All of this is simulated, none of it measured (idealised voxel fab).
The following process module bears the name voxel capacitor over wiring.
This is section cut - it's 270 nm across, gridded in 5 nm square cells.
Cross-sections here: square-cell grids, written as top-down lists of bands, a band being one or more rows of cells.
Read a band's entry like this: the first values are the height of its top and the height of its bottom in nm, and what follows is the sequence of materials from left to right, each with its width in nm. Note that "blank" is empty space, and that a single material marked "edge to edge" reaches across the band from edge to edge.
We count height from 0. Below that, the starting wafer is all one material. The lowest band never ends at the bottom but goes on down; see "top 0, no bottom" for how that is written.
The expression "30..40" gives the width at the extremes of the band, the first number at its top row of cells and the second at its bottom row, with the width changing by equal amounts from each row to the next in between.
Step note "remains unaltered" = no cross-section cell changed.
"Sealed internal cavities" lists enclosed empty spaces (at least 8 cells, no open path upward to the top), each as width x height at distance from the left edge, in nm.
Heads up: the bit after the settings on a step's line is the simulator's remark on that step.
overlay nm: mask right of planned place by this much (step with mask). Neg. = left.

# Intended process steps
1) RECEIVE, material Si
2) CONFORMAL_DEP, material SiO2, thk nm 15
3) DIRECTIONAL_DEP, material TiN, thk nm 5
4) DIRECTIONAL_DEP, material Ru, thk nm 25
5) DIRECTIONAL_DEP, material aC, thk nm 15
6) PATTERN, tone cover, mask id METAL_1, material resist, width nm 20, pitch nm 85, thk nm 35, overlay nm 0
7) DIRECTIONAL_ETCH, etch materials aC, depth nm 15
8) STRIP, etch materials resist
9) DIRECTIONAL_ETCH, etch materials Ru, depth nm 25
10) DIRECTIONAL_ETCH, etch materials TiN, depth nm 5
11) STRIP, etch materials aC
12) CONFORMAL_DEP, material SiCN, thk nm 5
13) FILL_DEP, material lowk, thk nm 5
14) CMP, height nm 45
15) CONFORMAL_DEP, material SiCN, thk nm 5
16) DIRECTIONAL_DEP, material SiO2, thk nm 15
17) DIRECTIONAL_DEP, material aC, thk nm 10
18) PATTERN, tone open, mask id PLUG_1, material resist, width nm 15, thk nm 25, overlay nm 0
19) DIRECTIONAL_ETCH, etch materials aC, depth nm 10
20) STRIP, etch materials resist
21) DIRECTIONAL_ETCH, etch materials SiO2, depth nm 15
22) DIRECTIONAL_ETCH, etch materials SiCN, depth nm 5
23) STRIP, etch materials aC
24) CONFORMAL_DEP, material TiN, thk nm 5
25) FILL_DEP, material Ru, thk nm 10
26) CMP, height nm 65
27) DIRECTIONAL_DEP, material TiN, thk nm 5
28) DIRECTIONAL_DEP, material SiN, thk nm 5
29) DIRECTIONAL_DEP, material TiN, thk nm 5
30) MASKED_ETCH, tone cover, mask id UPPER_PLATE, width nm 70, etch materials TiN, depth nm 5, overlay nm 0
31) MASKED_ETCH, tone cover, mask id UPPER_PLATE, width nm 70, etch materials SiN, depth nm 5, overlay nm 0
32) PATTERN, tone cover, mask id LOWER_PLATE, material resist, width nm 80, thk nm 15, overlay nm 0
33) DIRECTIONAL_ETCH, etch materials TiN, depth nm 5
34) STRIP, etch materials resist
35) FILL_DEP, material SiO2, thk nm 20
36) CMP, height nm 95
37) MASKED_ETCH, tone open, mask id PLUG_2, width nm 15, etch materials SiO2, depth nm 15, overlay nm 0
38) CONFORMAL_DEP, material TiN, thk nm 5
39) FILL_DEP, material Ru, thk nm 5
40) CMP, height nm 95
41) CONFORMAL_DEP, material SiN, thk nm 5

# Of two wafers, the first: run according to plan

# Cross-section, incoming material, after step 1
  top 0, no bottom: Si edge to edge
  Sealed internal cavities: none

# Sectional view: wafer, after step 2
  top 15, bottom 0: SiO2 edge to edge
  Under 0: no change, same as before.

# Sectional view: wafer, after step 3
  top 20, bottom 15: TiN edge to edge
  Under 15: no change, same as before.

# Sectional view: wafer, after step 4
  top 45, bottom 20: Ru edge to edge
  Under 20: no change, same as before.

# Sectional view: wafer, after step 5
  top 60, bottom 45: aC edge to edge
  Under 45: no change, same as before.

# Sectional view: wafer, after step 6
  top 95, bottom 60: 80 nm blank, then 20 nm resist, then 65 nm blank, then 20 nm resist, then 85 nm blank
  Under 60: no change, same as before.

# Sectional view: wafer, after step 7
  top 80, bottom 60: 80 nm blank, then 20 nm resist, then 65 nm blank, then 20 nm resist, then 85 nm blank
  top 60, bottom 45: 80 nm blank, then 20 nm aC, then 65 nm blank, then 20 nm aC, then 85 nm blank
  Under 45: no change, same as before.

# Sectional view: wafer, after step 8
  top 60, bottom 45: 80 nm blank, then 20 nm aC, then 65 nm blank, then 20 nm aC, then 85 nm blank
  Under 45: no change, same as before.

# Sectional view: wafer, after step 9
  top 60, bottom 45: 80 nm blank, then 20 nm aC, then 65 nm blank, then 20 nm aC, then 85 nm blank
  top 45, bottom 20: 80 nm blank, then 20 nm Ru, then 65 nm blank, then 20 nm Ru, then 85 nm blank
  Under 20: no change, same as before.

# Sectional view: wafer, after step 10
  top 60, bottom 45: 80 nm blank, then 20 nm aC, then 65 nm blank, then 20 nm aC, then 85 nm blank
  top 45, bottom 20: 80 nm blank, then 20 nm Ru, then 65 nm blank, then 20 nm Ru, then 85 nm blank
  top 20, bottom 15: 80 nm blank, then 20 nm TiN, then 65 nm blank, then 20 nm TiN, then 85 nm blank
  Under 15: no change, same as before.

# Sectional view: wafer, after step 11
  top 45, bottom 20: 80 nm blank, then 20 nm Ru, then 65 nm blank, then 20 nm Ru, then 85 nm blank
  Under 20: no change, same as before.

# Sectional view: wafer, after step 12
  top 50, bottom 45: 75 nm blank, then 30 nm SiCN, then 55 nm blank, then 30 nm SiCN, then 80 nm blank
  top 45, bottom 20: 75 nm blank, then 5 nm SiCN, then 20 nm Ru, then 5 nm SiCN, then 55 nm blank, then 5 nm SiCN, then 20 nm Ru, then 5 nm SiCN, then 80 nm blank
  top 20, bottom 15: 80 nm SiCN, then 20 nm TiN, then 65 nm SiCN, then 20 nm TiN, then 85 nm SiCN
  Under 15: no change, same as before.

# Sectional view: wafer, after step 13
  top 55, bottom 50: lowk edge to edge
  top 50, bottom 45: 75 nm lowk, then 30 nm SiCN, then 55 nm lowk, then 30 nm SiCN, then 80 nm lowk
  top 45, bottom 20: 75 nm lowk, then 5 nm SiCN, then 20 nm Ru, then 5 nm SiCN, then 55 nm lowk, then 5 nm SiCN, then 20 nm Ru, then 5 nm SiCN, then 80 nm lowk
  Under 20: no change, same as before.

# Sectional view: wafer, after step 14
  top 45, bottom 20: 75 nm lowk, then 5 nm SiCN, then 20 nm Ru, then 5 nm SiCN, then 55 nm lowk, then 5 nm SiCN, then 20 nm Ru, then 5 nm SiCN, then 80 nm lowk
  Under 20: no change, same as before.

# Sectional view: wafer, after step 15
  top 50, bottom 45: SiCN edge to edge
  Under 45: no change, same as before.

# Sectional view: wafer, after step 16
  top 65, bottom 50: SiO2 edge to edge
  Under 50: no change, same as before.

# Sectional view: wafer, after step 17
  top 75, bottom 65: aC edge to edge
  Under 65: no change, same as before.

# Sectional view: wafer, after step 18
  top 100, bottom 75: 85 nm resist, then 15 nm blank, then 170 nm resist
  Under 75: no change, same as before.

# Sectional view: wafer, after step 19
  top 90, bottom 75: 85 nm resist, then 15 nm blank, then 170 nm resist
  top 75, bottom 65: 85 nm aC, then 15 nm blank, then 170 nm aC
  Under 65: no change, same as before.

# Sectional view: wafer, after step 20
  top 75, bottom 65: 85 nm aC, then 15 nm blank, then 170 nm aC
  Under 65: no change, same as before.

# Sectional view: wafer, after step 21
  top 75, bottom 65: 85 nm aC, then 15 nm blank, then 170 nm aC
  top 65, bottom 50: 85 nm SiO2, then 15 nm blank, then 170 nm SiO2
  Under 50: no change, same as before.

# Sectional view: wafer, after step 22
  top 75, bottom 65: 85 nm aC, then 15 nm blank, then 170 nm aC
  top 65, bottom 50: 85 nm SiO2, then 15 nm blank, then 170 nm SiO2
  top 50, bottom 45: 85 nm SiCN, then 15 nm blank, then 170 nm SiCN
  Under 45: no change, same as before.

# Sectional view: wafer, after step 23
  top 65, bottom 50: 85 nm SiO2, then 15 nm blank, then 170 nm SiO2
  Under 50: no change, same as before.

# Sectional view: wafer, after step 24
  top 70, bottom 65: 90 nm TiN, then 5 nm blank, then 175 nm TiN
  top 65, bottom 50: 85 nm SiO2, then 5 nm TiN, then 5 nm blank, then 5 nm TiN, then 170 nm SiO2
  top 50, bottom 45: 85 nm SiCN, then 15 nm TiN, then 170 nm SiCN
  Under 45: no change, same as before.

# Sectional view: wafer, after step 25
  top 80, bottom 70: Ru edge to edge
  top 70, bottom 65: 90 nm TiN, then 5 nm Ru, then 175 nm TiN
  top 65, bottom 50: 85 nm SiO2, then 5 nm TiN, then 5 nm Ru, then 5 nm TiN, then 170 nm SiO2
  Under 50: no change, same as before.

# Sectional view: wafer, after step 26
  top 65, bottom 50: 85 nm SiO2, then 5 nm TiN, then 5 nm Ru, then 5 nm TiN, then 170 nm SiO2
  Under 50: no change, same as before.

# Sectional view: wafer, after step 27
  top 70, bottom 65: TiN edge to edge
  Under 65: no change, same as before.

# Sectional view: wafer, after step 28
  top 75, bottom 70: SiN edge to edge
  Under 70: no change, same as before.

# Sectional view: wafer, after step 29
  top 80, bottom 75: TiN edge to edge
  Under 75: no change, same as before.

# Sectional view: wafer, after step 30
  top 80, bottom 75: 85 nm blank, then 70 nm TiN, then 115 nm blank
  Under 75: no change, same as before.

# Sectional view: wafer, after step 31
  top 80, bottom 75: 85 nm blank, then 70 nm TiN, then 115 nm blank
  top 75, bottom 70: 85 nm blank, then 70 nm SiN, then 115 nm blank
  Under 70: no change, same as before.

# Sectional view: wafer, after step 32
  top 95, bottom 80: 80 nm blank, then 80 nm resist, then 110 nm blank
  top 80, bottom 75: 80 nm blank, then 5 nm resist, then 70 nm TiN, then 5 nm resist, then 110 nm blank
  top 75, bottom 70: 80 nm blank, then 5 nm resist, then 70 nm SiN, then 5 nm resist, then 110 nm blank
  Under 70: no change, same as before.

# Sectional view: wafer, after step 33
  top 95, bottom 80: 80 nm blank, then 80 nm resist, then 110 nm blank
  top 80, bottom 75: 80 nm blank, then 5 nm resist, then 70 nm TiN, then 5 nm resist, then 110 nm blank
  top 75, bottom 70: 80 nm blank, then 5 nm resist, then 70 nm SiN, then 5 nm resist, then 110 nm blank
  top 70, bottom 65: 80 nm blank, then 80 nm TiN, then 110 nm blank
  Under 65: no change, same as before.

# Sectional view: wafer, after step 34
  top 80, bottom 75: 85 nm blank, then 70 nm TiN, then 115 nm blank
  top 75, bottom 70: 85 nm blank, then 70 nm SiN, then 115 nm blank
  Under 70: no change, same as before.

# Sectional view: wafer, after step 35
  top 100, bottom 80: SiO2 edge to edge
  top 80, bottom 75: 85 nm SiO2, then 70 nm TiN, then 115 nm SiO2
  top 75, bottom 70: 85 nm SiO2, then 70 nm SiN, then 115 nm SiO2
  top 70, bottom 65: 80 nm SiO2, then 80 nm TiN, then 110 nm SiO2
  Under 65: no change, same as before.

# Sectional view: wafer, after step 36
  top 95, bottom 80: SiO2 edge to edge
  Under 80: no change, same as before.

# Sectional view: wafer, after step 37
  top 95, bottom 80: 95 nm SiO2, then 15 nm blank, then 160 nm SiO2
  Under 80: no change, same as before.

# Sectional view: wafer, after step 38
  top 100, bottom 95: 100 nm TiN, then 5 nm blank, then 165 nm TiN
  top 95, bottom 85: 95 nm SiO2, then 5 nm TiN, then 5 nm blank, then 5 nm TiN, then 160 nm SiO2
  top 85, bottom 75: 95..85 nm SiO2, then 15..70 nm TiN, then 160..115 nm SiO2
  Under 75: no change, same as before.

# Sectional view: wafer, after step 39
  top 105, bottom 100: Ru edge to edge
  top 100, bottom 95: 100 nm TiN, then 5 nm Ru, then 165 nm TiN
  top 95, bottom 85: 95 nm SiO2, then 5 nm TiN, then 5 nm Ru, then 5 nm TiN, then 160 nm SiO2
  Under 85: no change, same as before.

# Sectional view: wafer, after step 40
  top 95, bottom 85: 95 nm SiO2, then 5 nm TiN, then 5 nm Ru, then 5 nm TiN, then 160 nm SiO2
  Under 85: no change, same as before.

# Sectional view: wafer, after step 41
  top 100, bottom 95: SiN edge to edge
  Under 95: no change, same as before.

# Now the other wafer: same start, same recipe, but we messed up one thing when running it. Up to and including step 25 it's the same as the first one

Cross-section, second wafer, at the end time the plan gives for step 26: remains unaltered

# Cross-section, second wafer, at the end time the plan gives for step 27
  top 85, bottom 80: TiN edge to edge
  Under 80: no change, same as before.

# Cross-section, second wafer, at the end time the plan gives for step 28
  top 90, bottom 85: SiN edge to edge
  Under 85: no change, same as before.

# Cross-section, second wafer, at the end time the plan gives for step 29
  top 95, bottom 90: TiN edge to edge
  Under 90: no change, same as before.

# Cross-section, second wafer, at the end time the plan gives for step 30
  top 95, bottom 90: 85 nm blank, then 70 nm TiN, then 115 nm blank
  Under 90: no change, same as before.

# Cross-section, second wafer, at the end time the plan gives for step 31
  top 95, bottom 90: 85 nm blank, then 70 nm TiN, then 115 nm blank
  top 90, bottom 85: 85 nm blank, then 70 nm SiN, then 115 nm blank
  Under 85: no change, same as before.

# Cross-section, second wafer, at the end time the plan gives for step 32
  top 110, bottom 95: 80 nm blank, then 80 nm resist, then 110 nm blank
  top 95, bottom 90: 80 nm blank, then 5 nm resist, then 70 nm TiN, then 5 nm resist, then 110 nm blank
  top 90, bottom 85: 80 nm blank, then 5 nm resist, then 70 nm SiN, then 5 nm resist, then 110 nm blank
  Under 85: no change, same as before.

# Cross-section, second wafer, at the end time the plan gives for step 33
  top 110, bottom 95: 80 nm blank, then 80 nm resist, then 110 nm blank
  top 95, bottom 90: 80 nm blank, then 5 nm resist, then 70 nm TiN, then 5 nm resist, then 110 nm blank
  top 90, bottom 85: 80 nm blank, then 5 nm resist, then 70 nm SiN, then 5 nm resist, then 110 nm blank
  top 85, bottom 80: 80 nm blank, then 80 nm TiN, then 110 nm blank
  Under 80: no change, same as before.

# Cross-section, second wafer, at the end time the plan gives for step 34
  top 95, bottom 90: 85 nm blank, then 70 nm TiN, then 115 nm blank
  top 90, bottom 85: 85 nm blank, then 70 nm SiN, then 115 nm blank
  Under 85: no change, same as before.

# Cross-section, second wafer, at the end time the plan gives for step 35
  top 115, bottom 95: SiO2 edge to edge
  top 95, bottom 90: 85 nm SiO2, then 70 nm TiN, then 115 nm SiO2
  top 90, bottom 85: 85 nm SiO2, then 70 nm SiN, then 115 nm SiO2
  top 85, bottom 80: 80 nm SiO2, then 80 nm TiN, then 110 nm SiO2
  Under 80: no change, same as before.

# Cross-section, second wafer, at the end time the plan gives for step 36
  top 95, bottom 90: 85 nm SiO2, then 70 nm TiN, then 115 nm SiO2
  Under 90: no change, same as before.

Cross-section, second wafer, at the end time the plan gives for step 37: remains unaltered

# Cross-section, second wafer, at the end time the plan gives for step 38
  top 100, bottom 95: TiN edge to edge
  Under 95: no change, same as before.

# Cross-section, second wafer, at the end time the plan gives for step 39
  top 105, bottom 100: Ru edge to edge
  Under 100: no change, same as before.

# Cross-section, second wafer, at the end time the plan gives for step 40
  top 95, bottom 90: 85 nm SiO2, then 70 nm TiN, then 115 nm SiO2
  Under 90: no change, same as before.

# Cross-section, second wafer, at the end time the plan gives for step 41
  top 100, bottom 95: SiN edge to edge
  Under 95: no change, same as before.
So what did we get wrong on this run? step 26 of the plan was jumped over and never run
The second wafer ends with more or fewer cells of some materials than the first, per final count: +107 Ru | -153 SiO2 | +46 TiN
